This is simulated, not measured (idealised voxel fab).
Herein follows the process module entitled voxel self aligned contacts.
Cross-section cut spans 180 nm and uses square cells 5 nm in size.
A cross-section in this document is a grid of square cells, and it is written down as bands, the top band listed before the ones below it; a band is made up of one or more rows of cells. Basically the band line says how high the top is and how high the bottom is, in nm, and then what's in it from left to right, every material with its width in nm. Empty space shows up as "empty", and if a single material carries "throughout" it runs the full band edge to edge. Heights from 0 (as-received wafer is one material below). Bottom band endless downward, as "top 0, no bottom". A width given as "30..40" starts at the first number in the band's top row and ends at the second number in its bottom row, shifting by an equal amount at every step from row to row. Given "same as before" for a step, no cell of the cross-section differs between before and after that step. Empty spaces without an open route to the top, at least 8 cells in extent, make up the entry "Unvented cavities"; each is given as width x height at distance, where the distance is measured from the left edge, and all are in nm. Read whatever lies past the settings on a step's line as the simulator's own remark about the step. On any step carrying a mask, the "overlay nm" setting, if present on the step's line, tells how far right of its planned place the mask lay; negative values point to the left.

THE PLANNED PROCESS STEPS ARE ENUMERATED HEREUNDER
| 1 | RECEIVE | material Si |
| 2 | OXIDIZE | depth nm 5 |
| 3 | DIRECTIONAL_DEP | material polySi | thk nm 20 |
| 4 | DIRECTIONAL_DEP | material SiN | thk nm 20 |
| 5 | MASKED_ETCH | tone cover | mask id GATE | width nm 25 | pitch nm 60 | etch materials SiN | depth nm 20 | overlay nm 0 |
| 6 | MASKED_ETCH | tone cover | mask id GATE | width nm 25 | pitch nm 60 | etch materials polySi | depth nm 20 | overlay nm 0 |
| 7 | CONFORMAL_DEP | material SiN | thk nm 5 |
| 8 | DIRECTIONAL_ETCH | etch materials SiN | depth nm 5 |
| 9 | FILL_DEP | material SiO2 | thk nm 15 |
| 10 | CMP | height nm 45 |
| 11 | PATTERN | tone open | mask id CONTACT | material resist | width nm 45 | pitch nm 60 | thk nm 15 | overlay nm 0 |
| 12 | DIRECTIONAL_ETCH | etch materials SiO2 | depth nm 50 |
| 13 | STRIP | etch materials resist |
| 14 | CONFORMAL_DEP | material TiN | thk nm 5 |
| 15 | FILL_DEP | material Ru | thk nm 10 |
| 16 | CMP | height nm 45 |
| 17 | CONFORMAL_DEP | material SiCN | thk nm 5 |

AS-RECEIVED STATE OF THE WAFER IN CROSS-SECTION, EQUIVALENT TO POST-STEP 1
top 0, no bottom  Si throughout
Unvented cavities: none

THE FIRST OF TWO WAFERS, CROSS-SECTIONED AT THE END OF THE MODULE, WITH THE RUN PROCEEDING AS PLANNED
top 50, bottom 45  SiCN throughout
top 45, bottom 40  35 nm SiO2 / 15 nm TiN / 15 nm Ru / 15 nm TiN / 15 nm SiO2 / 15 nm TiN / 15 nm Ru / 15 nm TiN / 40 nm SiO2
top 40, bottom 20  10 nm SiO2 / 35 nm SiN / 5 nm TiN / 15 nm Ru / 5 nm TiN / 35 nm SiN / 5 nm TiN / 15 nm Ru / 5 nm TiN / 35 nm SiN / 15 nm SiO2
top 20, bottom 0  10 nm SiO2 / 5 nm SiN / 25 nm polySi / 5 nm SiN / 5 nm TiN / 15 nm Ru / 5 nm TiN / 5 nm SiN / 25 nm polySi / 5 nm SiN / 5 nm TiN / 15 nm Ru / 5 nm TiN / 5 nm SiN / 25 nm polySi / 5 nm SiN / 15 nm SiO2
top 0, bottom -5  45 nm SiO2 / 25 nm TiN / 35 nm SiO2 / 25 nm TiN / 50 nm SiO2
top -5, no bottom  Si throughout
Unvented cavities: none

WAFER TWO CROSS-SECTION, MODULE END. START AND PLAN UNCHANGED FROM WAFER ONE; ONE MISTAKE MADE DURING THE RUN
top 50, bottom 45  SiCN throughout
top 45, bottom 35  35 nm SiO2 / 5..10 nm TiN / 35..25 nm Ru / 5..10 nm TiN / 15 nm SiO2 / 5..10 nm TiN / 35..25 nm Ru / 5..10 nm TiN / 40 nm SiO2
top 35, bottom 20  15 nm SiO2 / 25 nm SiN / 5 nm TiN / 25 nm Ru / 5 nm TiN / 25 nm SiN / 5 nm TiN / 25 nm Ru / 5 nm TiN / 25 nm SiN / 20 nm SiO2
top 20, bottom 0  15 nm SiO2 / 25 nm polySi / 5 nm TiN / 25 nm Ru / 5 nm TiN / 25 nm polySi / 5 nm TiN / 25 nm Ru / 5 nm TiN / 25 nm polySi / 20 nm SiO2
top 0, bottom -5  40 nm SiO2 / 35 nm TiN / 25 nm SiO2 / 35 nm TiN / 45 nm SiO2
top -5, no bottom  Si throughout
Unvented cavities: none
So what did we get wrong on this run? skipped: plan step 7 (never run)
The closing comparison, in cells, has the second wafer with more or fewer of some materials than the first: 40 more of Ru; 63 fewer of SiN; 23 more of SiO2
